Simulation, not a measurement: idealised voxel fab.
process module | voxel wiring stack
cross-section cut | 230 nm wide | cells 5 nm
A cross-section is a grid of square cells, given in bands from the top down. A band is one or more rows of cells.
Each band's line starts with the height of the band's top and of its bottom, in nm. Then come its materials from left to right, each with its width in nm. One material with "throughout" fills the band from edge to edge. "air" is empty space.
Height 0 is the level under which the wafer as received is all one material. The lowest band goes on downwards, as in "0 down".
A width such as "30 to 40" changes by the same amount from each row of cells to the next, from the band's top row to its bottom row.
"no change" after a step means that no cell of the cross-section changed.
closed voids: empty space of 8 cells or more with no open way to the top, each as width x height at its distance from the left edge, in nm
after a step's settings: what the simulator itself notes on the step
overlay nm, on a step with a mask: how far to the right of its planned place the mask lay; to the left if negative
plan
1 op RECEIVE | material Si
2 op CONFORMAL_DEP | material SiO2 | thk nm 10
3 op CONFORMAL_DEP | material SiCN | thk nm 5
4 op DIRECTIONAL_DEP | material SiO2 | thk nm 15
5 op MASKED_ETCH | tone open | mask id METAL_1 | width nm 20 | pitch nm 35 | etch materials SiO2 | depth nm 15 | overlay nm 0
6 op MASKED_ETCH | tone open | mask id METAL_1 | width nm 20 | pitch nm 35 | etch materials SiCN | depth nm 5 | overlay nm 0
7 op CONFORMAL_DEP | material TiN | thk nm 5
8 op FILL_DEP | material W | thk nm 5
9 op CMP | height nm 30
10 op EPI | material Ru | thk nm 5
11 op FILL_DEP | material SiCN | thk nm 5
12 op DIRECTIONAL_DEP | material lowk | thk nm 20
13 op MASKED_ETCH | tone open | mask id PLUG_1 | width nm 15 | pitch nm 35 | etch materials lowk | depth nm 20 | overlay nm 0
14 op MASKED_ETCH | tone open | mask id PLUG_1 | width nm 15 | pitch nm 35 | etch materials SiCN | depth nm 5 | overlay nm 0
15 op CONFORMAL_DEP | material TiN | thk nm 5
16 op FILL_DEP | material Cu | thk nm 10
17 op CMP | height nm 60
18 op DIRECTIONAL_DEP | material TiN | thk nm 5
19 op DIRECTIONAL_DEP | material W | thk nm 20
20 op PATTERN | tone cover | mask id METAL_2 | material resist | width nm 20 | pitch nm 35 | thk nm 15 | overlay nm 0
21 op DIRECTIONAL_ETCH | etch materials W | depth nm 20
22 op DIRECTIONAL_ETCH | etch materials TiN | depth nm 5
23 op STRIP | etch materials resist
24 op FILL_DEP | material lowk | thk nm 10
25 op CMP | height nm 85
26 op CONFORMAL_DEP | material SiCN | thk nm 5
27 op DIRECTIONAL_DEP | material SiO2 | thk nm 30
28 op DIRECTIONAL_DEP | material aC | thk nm 10
29 op PATTERN | tone open | mask id METAL_3_HOLES | material resist | width nm 15 | pitch nm 70 | thk nm 25 | overlay nm 0
30 op DIRECTIONAL_ETCH | etch materials aC | depth nm 10
31 op STRIP | etch materials resist
32 op DIRECTIONAL_ETCH | etch materials SiO2 | depth nm 30
33 op STRIP | etch materials aC
34 op PATTERN | tone open | mask id METAL_3 | material resist | width nm 20 | pitch nm 35 | thk nm 20 | overlay nm 0
35 op DIRECTIONAL_ETCH | etch materials SiO2 | depth nm 15
36 op DIRECTIONAL_ETCH | etch materials SiCN | depth nm 5
37 op STRIP | etch materials resist
38 op CONFORMAL_DEP | material TiN | thk nm 5
39 op FILL_DEP | material Cu | thk nm 5
40 op CMP | height nm 120
41 op CONFORMAL_DEP | material SiCN | thk nm 5
first wafer, as planned
as received, after step 1
  0 down: Si throughout
  closed voids: none
after step 2
  10 to 0: SiO2 throughout
  below 0: unchanged
after step 3
  15 to 10: SiCN throughout
  below 10: unchanged
after step 4
  30 to 15: SiO2 throughout
  below 15: unchanged
after step 5
  30 to 15: SiO2 50 | air 20 | SiO2 15 | air 20 | SiO2 15 | air 20 | SiO2 15 | air 20 | SiO2 55
  below 15: unchanged
after step 6
  30 to 15: SiO2 50 | air 20 | SiO2 15 | air 20 | SiO2 15 | air 20 | SiO2 15 | air 20 | SiO2 55
  15 to 10: SiCN 50 | air 20 | SiCN 15 | air 20 | SiCN 15 | air 20 | SiCN 15 | air 20 | SiCN 55
  below 10: unchanged
after step 7
  35 to 30: TiN 55 | air 10 | TiN 25 | air 10 | TiN 25 | air 10 | TiN 25 | air 10 | TiN 60
  30 to 15: SiO2 50 | TiN 5 | air 10 | TiN 5 | SiO2 15 | TiN 5 | air 10 | TiN 5 | SiO2 15 | TiN 5 | air 10 | TiN 5 | SiO2 15 | TiN 5 | air 10 | TiN 5 | SiO2 55
  15 to 10: SiCN 50 | TiN 20 | SiCN 15 | TiN 20 | SiCN 15 | TiN 20 | SiCN 15 | TiN 20 | SiCN 55
  below 10: unchanged
after step 8
  40 to 35: W throughout
  35 to 30: TiN 55 | W 10 | TiN 25 | W 10 | TiN 25 | W 10 | TiN 25 | W 10 | TiN 60
  30 to 15: SiO2 50 | TiN 5 | W 10 | TiN 5 | SiO2 15 | TiN 5 | W 10 | TiN 5 | SiO2 15 | TiN 5 | W 10 | TiN 5 | SiO2 15 | TiN 5 | W 10 | TiN 5 | SiO2 55
  below 15: unchanged
after step 9
  30 to 15: SiO2 50 | TiN 5 | W 10 | TiN 5 | SiO2 15 | TiN 5 | W 10 | TiN 5 | SiO2 15 | TiN 5 | W 10 | TiN 5 | SiO2 15 | TiN 5 | W 10 | TiN 5 | SiO2 55
  below 15: unchanged
after step 10
  35 to 30: air 45 | Ru 30 | air 5 | Ru 30 | air 5 | Ru 30 | air 5 | Ru 30 | air 50
  below 30: unchanged
after step 11
  40 to 35: SiCN throughout
  35 to 30: SiCN 45 | Ru 30 | SiCN 5 | Ru 30 | SiCN 5 | Ru 30 | SiCN 5 | Ru 30 | SiCN 50
  below 30: unchanged
after step 12
  60 to 40: lowk throughout
  below 40: unchanged
after step 13
  60 to 40: lowk 50 | air 15 | lowk 20 | air 15 | lowk 20 | air 15 | lowk 20 | air 15 | lowk 60
  below 40: unchanged
after step 14
  60 to 40: lowk 50 | air 15 | lowk 20 | air 15 | lowk 20 | air 15 | lowk 20 | air 15 | lowk 60
  40 to 35: SiCN 50 | air 15 | SiCN 20 | air 15 | SiCN 20 | air 15 | SiCN 20 | air 15 | SiCN 60
  below 35: unchanged
after step 15
  65 to 60: TiN 55 | air 5 | TiN 30 | air 5 | TiN 30 | air 5 | TiN 30 | air 5 | TiN 65
  60 to 40: lowk 50 | TiN 5 | air 5 | TiN 5 | lowk 20 | TiN 5 | air 5 | TiN 5 | lowk 20 | TiN 5 | air 5 | TiN 5 | lowk 20 | TiN 5 | air 5 | TiN 5 | lowk 60
  40 to 35: SiCN 50 | TiN 15 | SiCN 20 | TiN 15 | SiCN 20 | TiN 15 | SiCN 20 | TiN 15 | SiCN 60
  below 35: unchanged
after step 16
  75 to 65: Cu throughout
  65 to 60: TiN 55 | Cu 5 | TiN 30 | Cu 5 | TiN 30 | Cu 5 | TiN 30 | Cu 5 | TiN 65
  60 to 40: lowk 50 | TiN 5 | Cu 5 | TiN 5 | lowk 20 | TiN 5 | Cu 5 | TiN 5 | lowk 20 | TiN 5 | Cu 5 | TiN 5 | lowk 20 | TiN 5 | Cu 5 | TiN 5 | lowk 60
  below 40: unchanged
after step 17
  60 to 40: lowk 50 | TiN 5 | Cu 5 | TiN 5 | lowk 20 | TiN 5 | Cu 5 | TiN 5 | lowk 20 | TiN 5 | Cu 5 | TiN 5 | lowk 20 | TiN 5 | Cu 5 | TiN 5 | lowk 60
  below 40: unchanged
after step 18
  65 to 60: TiN throughout
  below 60: unchanged
after step 19
  85 to 65: W throughout
  below 65: unchanged
after step 20
  100 to 85: air 50 | resist 20 | air 15 | resist 20 | air 15 | resist 20 | air 15 | resist 20 | air 55
  below 85: unchanged
after step 21
  100 to 85: air 50 | resist 20 | air 15 | resist 20 | air 15 | resist 20 | air 15 | resist 20 | air 55
  85 to 65: air 50 | W 20 | air 15 | W 20 | air 15 | W 20 | air 15 | W 20 | air 55
  below 65: unchanged
after step 22
  100 to 85: air 50 | resist 20 | air 15 | resist 20 | air 15 | resist 20 | air 15 | resist 20 | air 55
  85 to 65: air 50 | W 20 | air 15 | W 20 | air 15 | W 20 | air 15 | W 20 | air 55
  65 to 60: air 50 | TiN 20 | air 15 | TiN 20 | air 15 | TiN 20 | air 15 | TiN 20 | air 55
  below 60: unchanged
after step 23
  85 to 65: air 50 | W 20 | air 15 | W 20 | air 15 | W 20 | air 15 | W 20 | air 55
  below 65: unchanged
after step 24
  95 to 85: lowk throughout
  85 to 65: lowk 50 | W 20 | lowk 15 | W 20 | lowk 15 | W 20 | lowk 15 | W 20 | lowk 55
  65 to 60: lowk 50 | TiN 20 | lowk 15 | TiN 20 | lowk 15 | TiN 20 | lowk 15 | TiN 20 | lowk 55
  below 60: unchanged
after step 25
  85 to 65: lowk 50 | W 20 | lowk 15 | W 20 | lowk 15 | W 20 | lowk 15 | W 20 | lowk 55
  below 65: unchanged
after step 26
  90 to 85: SiCN throughout
  below 85: unchanged
after step 27
  120 to 90: SiO2 throughout
  below 90: unchanged
after step 28
  130 to 120: aC throughout
  below 120: unchanged
after step 29
  155 to 130: resist 50 | air 15 | resist 55 | air 15 | resist 95
  below 130: unchanged
after step 30
  145 to 130: resist 50 | air 15 | resist 55 | air 15 | resist 95
  130 to 120: aC 50 | air 15 | aC 55 | air 15 | aC 95
  below 120: unchanged
after step 31
  130 to 120: aC 50 | air 15 | aC 55 | air 15 | aC 95
  below 120: unchanged
after step 32
  130 to 120: aC 50 | air 15 | aC 55 | air 15 | aC 95
  120 to 90: SiO2 50 | air 15 | SiO2 55 | air 15 | SiO2 95
  below 90: unchanged
after step 33
  120 to 90: SiO2 50 | air 15 | SiO2 55 | air 15 | SiO2 95
  below 90: unchanged
after step 34
  140 to 120: resist 50 | air 20 | resist 15 | air 20 | resist 15 | air 20 | resist 15 | air 20 | resist 55
  below 120: unchanged
after step 35
  140 to 120: resist 50 | air 20 | resist 15 | air 20 | resist 15 | air 20 | resist 15 | air 20 | resist 55
  120 to 105: SiO2 50 | air 20 | SiO2 15 | air 20 | SiO2 15 | air 20 | SiO2 15 | air 20 | SiO2 55
  below 105: unchanged
after step 36
  140 to 120: resist 50 | air 20 | resist 15 | air 20 | resist 15 | air 20 | resist 15 | air 20 | resist 55
  120 to 105: SiO2 50 | air 20 | SiO2 15 | air 20 | SiO2 15 | air 20 | SiO2 15 | air 20 | SiO2 55
  105 to 90: SiO2 50 | air 15 | SiO2 55 | air 15 | SiO2 95
  90 to 85: SiCN 50 | air 15 | SiCN 55 | air 15 | SiCN 95
  below 85: unchanged
after step 37
  120 to 105: SiO2 50 | air 20 | SiO2 15 | air 20 | SiO2 15 | air 20 | SiO2 15 | air 20 | SiO2 55
  below 105: unchanged
after step 38
  125 to 120: TiN 55 | air 10 | TiN 25 | air 10 | TiN 25 | air 10 | TiN 25 | air 10 | TiN 60
  120 to 110: SiO2 50 | TiN 5 | air 10 | TiN 5 | SiO2 15 | TiN 5 | air 10 | TiN 5 | SiO2 15 | TiN 5 | air 10 | TiN 5 | SiO2 15 | TiN 5 | air 10 | TiN 5 | SiO2 55
  110 to 105: SiO2 50 | TiN 5 | air 5 | TiN 10 | SiO2 15 | TiN 20 | SiO2 15 | TiN 5 | air 5 | TiN 10 | SiO2 15 | TiN 20 | SiO2 55
  105 to 90: SiO2 50 | TiN 5 | air 5 | TiN 5 | SiO2 55 | TiN 5 | air 5 | TiN 5 | SiO2 95
  90 to 85: SiCN 50 | TiN 15 | SiCN 55 | TiN 15 | SiCN 95
  below 85: unchanged
after step 39
  130 to 125: Cu throughout
  125 to 120: TiN 55 | Cu 10 | TiN 25 | Cu 10 | TiN 25 | Cu 10 | TiN 25 | Cu 10 | TiN 60
  120 to 110: SiO2 50 | TiN 5 | Cu 10 | TiN 5 | SiO2 15 | TiN 5 | Cu 10 | TiN 5 | SiO2 15 | TiN 5 | Cu 10 | TiN 5 | SiO2 15 | TiN 5 | Cu 10 | TiN 5 | SiO2 55
  110 to 105: SiO2 50 | TiN 5 | Cu 5 | TiN 10 | SiO2 15 | TiN 20 | SiO2 15 | TiN 5 | Cu 5 | TiN 10 | SiO2 15 | TiN 20 | SiO2 55
  105 to 90: SiO2 50 | TiN 5 | Cu 5 | TiN 5 | SiO2 55 | TiN 5 | Cu 5 | TiN 5 | SiO2 95
  below 90: unchanged
after step 40
  120 to 110: SiO2 50 | TiN 5 | Cu 10 | TiN 5 | SiO2 15 | TiN 5 | Cu 10 | TiN 5 | SiO2 15 | TiN 5 | Cu 10 | TiN 5 | SiO2 15 | TiN 5 | Cu 10 | TiN 5 | SiO2 55
  below 110: unchanged
after step 41
  125 to 120: SiCN throughout
  below 120: unchanged
second wafer: like start, like plan, one mistake. Through step 39 it matches the first wafer
when step 40 should have ended
  110 to 105: SiO2 50 | TiN 5 | Cu 5 | TiN 10 | SiO2 15 | TiN 20 | SiO2 15 | TiN 5 | Cu 5 | TiN 10 | SiO2 15 | TiN 20 | SiO2 55
  below 105: unchanged
when step 41 should have ended
  115 to 110: SiCN throughout
  below 110: unchanged
what went wrong: step 40 ran as: op CMP | height nm 110
at the end the second wafer has, in cells: 16 fewer of Cu | 60 fewer of SiO2 | 16 fewer of TiN
